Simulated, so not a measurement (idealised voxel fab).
Module name: voxel gate over fins (process module)
The width of the displayed cross-section, cut, is 265 nm; its cells are square, with a size of 5 nm.
Heads up, the way a cross-section reads in here is a grid of square cells, handed over as bands from the top down, with every band being one or more rows of cells. Quick guide to a band line: top height, bottom height (nm) up front; then every material left to right with its width in nm. Only one material and it's marked "full width"? Then it fills the band edge to edge. And "empty" just means empty space. Ref level 0: as-received wafer is one material below here. Bottom band extends down with no lower bound ("0 nm and below"). The two numbers in a width such as "30..40" mark its ends across the band: the first belongs to the top row of cells, the second to the bottom row, and from each row to the next the width moves by the same amount. Reading "everything unchanged" for a step: not a cell of the cross-section changed in it. Empty spaces counting at least 8 cells and having no open way to the top are listed in "Catalogued sealed voids". The notation width x height at distance is used for each, the distance being from the left edge and all three values in nm. Step line, after settings: the simulator's comment on this step. "overlay nm" on a masked step: distance the mask lay right of its planned place, negative for left.
Process steps foreseen in the plan
1,RECEIVE | material Si
2,CONFORMAL_DEP | material SiN | thk nm 10
3,DIRECTIONAL_DEP | material aC | thk nm 10
4,PATTERN | tone cover | mask id FINS | material resist | width nm 15 | pitch nm 50 | thk nm 30 | overlay nm 0
5,DIRECTIONAL_ETCH | etch materials aC | depth nm 10
6,STRIP | etch materials resist
7,DIRECTIONAL_ETCH | etch materials SiN | depth nm 10
8,DIRECTIONAL_ETCH | etch materials Si | depth nm 30
9,STRIP | etch materials aC
10,FILL_DEP | material SiO2 | thk nm 10
11,CMP | height nm 10
12,PATTERN | tone open | mask id RAIL | material resist | width nm 15 | thk nm 20 | overlay nm 0
13,DIRECTIONAL_ETCH | etch materials SiO2 | depth nm 35
14,STRIP | etch materials resist
15,CONFORMAL_DEP | material TiN | thk nm 5
16,FILL_DEP | material W | thk nm 10
17,CMP | height nm 10
18,SELECTIVE_ETCH | etch materials W Ru TiN | depth nm 25
19,FILL_DEP | material SiO2 | thk nm 5
20,CMP | height nm 10
21,SELECTIVE_ETCH | etch materials SiO2 | depth nm 20
22,STRIP | etch materials SiN
23,CONFORMAL_DEP | material HfO2 | thk nm 5
24,CONFORMAL_DEP | material TiN | thk nm 5
25,FILL_DEP | material W | thk nm 15
26,CMP | height nm 20
27,CONFORMAL_DEP | material SiCN | thk nm 5
Incoming wafer in cross-section (state: after step 1)
> 0 nm and below = Si full width
> Catalogued sealed voids: none
End-of-module XS, first of two wafers, run as planned
> 25 nm to 20 nm = SiCN full width
> 20 nm to 10 nm = W full width
> 10 nm to 5 nm = 90 of W; 35 of TiN; 15 of W; 35 of TiN; 90 of W
> 5 nm to 0 nm = 90 of W; 5 of TiN; 25 of HfO2; 5 of TiN; 15 of W; 5 of TiN; 25 of HfO2; 5 of TiN; 90 of W
> 0 nm to -5 nm = 95 of TiN; 5 of HfO2; 15 of Si; 5 of HfO2; 25 of TiN; 5 of HfO2; 15 of Si; 5 of HfO2; 95 of TiN
> -5 nm to -10 nm = 100 of HfO2; 15 of Si; 35 of HfO2; 15 of Si; 100 of HfO2
> -10 nm to -15 nm = 100 of SiO2; 15 of Si; 35 of SiO2; 15 of Si; 100 of SiO2
> -15 nm to -20 nm = 100 of SiO2; 15 of Si; 10 of SiO2; 5 of TiN; 5 of W; 5 of TiN; 10 of SiO2; 15 of Si; 100 of SiO2
> -20 nm to -25 nm = 100 of SiO2; 15 of Si; 10 of SiO2; 15 of TiN; 10 of SiO2; 15 of Si; 100 of SiO2
> -25 nm to -30 nm = 100 of SiO2; 15 of Si; 35 of SiO2; 15 of Si; 100 of SiO2
> -30 nm and below = Si full width
> Catalogued sealed voids: none
Second wafer through the module, sectioned at the end: same beginning and same plan as the first wafer, with one mistake in carrying it out
> 25 nm to 20 nm = SiCN full width
> 20 nm to 10 nm = W full width
> 10 nm to 5 nm = 90 of W; 35 of TiN; 15 of W; 35 of TiN; 90 of W
> 5 nm to 0 nm = 90 of W; 5 of TiN; 25 of HfO2; 5 of TiN; 15 of W; 5 of TiN; 25 of HfO2; 5 of TiN; 90 of W
> 0 nm to -5 nm = 95 of TiN; 5 of HfO2; 15 of Si; 5 of HfO2; 25 of TiN; 5 of HfO2; 15 of Si; 5 of HfO2; 95 of TiN
> -5 nm to -10 nm = 100 of HfO2; 15 of Si; 35 of HfO2; 15 of Si; 100 of HfO2
> -10 nm to -15 nm = 100 of SiO2; 15 of Si; 35 of SiO2; 15 of Si; 100 of SiO2
> -15 nm to -20 nm = 95 of W; 5 of TiN; 15 of Si; 10 of TiN; 15 of SiO2; 10 of TiN; 15 of Si; 5 of TiN; 95 of W
> -20 nm to -25 nm = 100 of TiN; 15 of Si; 10 of TiN; 15 of SiO2; 10 of TiN; 15 of Si; 100 of TiN
> -25 nm to -30 nm = 100 of SiO2; 15 of Si; 35 of SiO2; 15 of Si; 100 of SiO2
> -30 nm and below = Si full width
> Catalogued sealed voids: none
What was the processing mistake? for step 12, the planned setting was not used; the step was instead run as PATTERN | tone cover | mask id RAIL | material resist | width nm 15 | thk nm 20 | overlay nm 0
Final comparison by cell count, materials where the second wafer has more or fewer than the first: SiO2 -82 | TiN +45 | W +37
